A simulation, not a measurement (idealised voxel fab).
Process module heading - voxel fin reveal
The cross-section on display is named cut; it measures 285 nm wide, and its cells are 5 nm squares.
We lay out every cross-section as a grid of square cells and spell it out in bands from the top down, where one band means one or more rows of cells. Within each band entry, the heights of the top and of the bottom of the band appear first, in that order and in nm; the materials of the band then follow from left to right, each with its corresponding width in nm. The designation "everywhere" on a single material indicates that it fills the band from edge to edge; the designation "blank" indicates empty space. Heights are measured from 0, the level below which the as-received wafer is all one material; the lowest band has no bottom and continues downward, written as in "0 and below". The notation "30..40" denotes a width that varies across the rows of cells in the band, beginning at the first number in the top row, finishing at the second number in the bottom row, and changing by an identical amount from each row to the next. Given "no modifications" for a step, no cell of the cross-section differs between before and after that step. "Trapped void list" specifies each empty space that is not open to the top and that occupies no fewer than 8 cells, using the form width x height at distance, the distance measured from the left edge and all three quantities in nm. Past the settings on a step's line: simulator remark, on that step. The setting "overlay nm" may be written on the line of a step. When the step uses a mask, the value reports how far to the right of the planned place the mask lay, and a negative value reports that it lay to the left.

[Planned process steps]
| 1 | RECEIVE,material Si |
| 2 | CONFORMAL_DEP,material SiN,thk nm 10 |
| 3 | MASKED_ETCH,tone cover,mask id FINS,width nm 15,pitch nm 40,etch materials SiN,depth nm 10,overlay nm 0 |
| 4 | MASKED_ETCH,tone cover,mask id FINS,width nm 15,pitch nm 40,etch materials Si,depth nm 35,overlay nm 0 |
| 5 | FILL_DEP,material SiO2,thk nm 10 |
| 6 | CMP,height nm 10 |
| 7 | SELECTIVE_ETCH,etch materials SiO2,depth nm 20 |
| 8 | STRIP,etch materials SiN |
| 9 | CONFORMAL_DEP,material SiO2,thk nm 5 |
Wafer-to-wafer difference: width nm, step 3. Common start. Plan = first wafer's value.

[Cross-section: the first of several wafers in its as-received state, i.e. following step 1]
> 0 and below = Si everywhere
> Trapped void list: none

[End of module: cross-section of the first of several wafers after step 9, the last step]
> 5 down to 0 = blank 90 nm, then SiO2 25 nm, then blank 15 nm, then SiO2 25 nm, then blank 15 nm, then SiO2 25 nm, then blank 90 nm
> 0 down to -5 = blank 90 nm, then SiO2 5 nm, then Si 15 nm, then SiO2 5 nm, then blank 15 nm, then SiO2 5 nm, then Si 15 nm, then SiO2 5 nm, then blank 15 nm, then SiO2 5 nm, then Si 15 nm, then SiO2 5 nm, then blank 90 nm
> -5 down to -35 = SiO2 95 nm, then Si 15 nm, then SiO2 25 nm, then Si 15 nm, then SiO2 25 nm, then Si 15 nm, then SiO2 95 nm
> -35 and below = Si everywhere
> Trapped void list: none

[The last wafer as seen in cross-section at the end of the module]
> 5 down to 0 = blank 85 nm, then SiO2 35 nm, then blank 5 nm, then SiO2 35 nm, then blank 5 nm, then SiO2 35 nm, then blank 85 nm
> 0 down to -5 = blank 85 nm, then SiO2 5 nm, then Si 25 nm, then SiO2 5 nm, then blank 5 nm, then SiO2 5 nm, then Si 25 nm, then SiO2 5 nm, then blank 5 nm, then SiO2 5 nm, then Si 25 nm, then SiO2 5 nm, then blank 85 nm
> -5 down to -35 = SiO2 90 nm, then Si 25 nm, then SiO2 15 nm, then Si 25 nm, then SiO2 15 nm, then Si 25 nm, then SiO2 90 nm
> -35 and below = Si everywhere
> Trapped void list: none

[Here is how to read the rows: every wafer has a row, and it shows the wafer at the end of the module, giving for each material how many cells were gained (+) or lost (-) since the wafer was received, then listing its closed voids]
width nm 15; -336 Si; +309 SiO2; Trapped void list: none
width nm 20; -315 Si; +294 SiO2; Trapped void list: none
width nm 25; -294 Si; +279 SiO2; Trapped void list: none
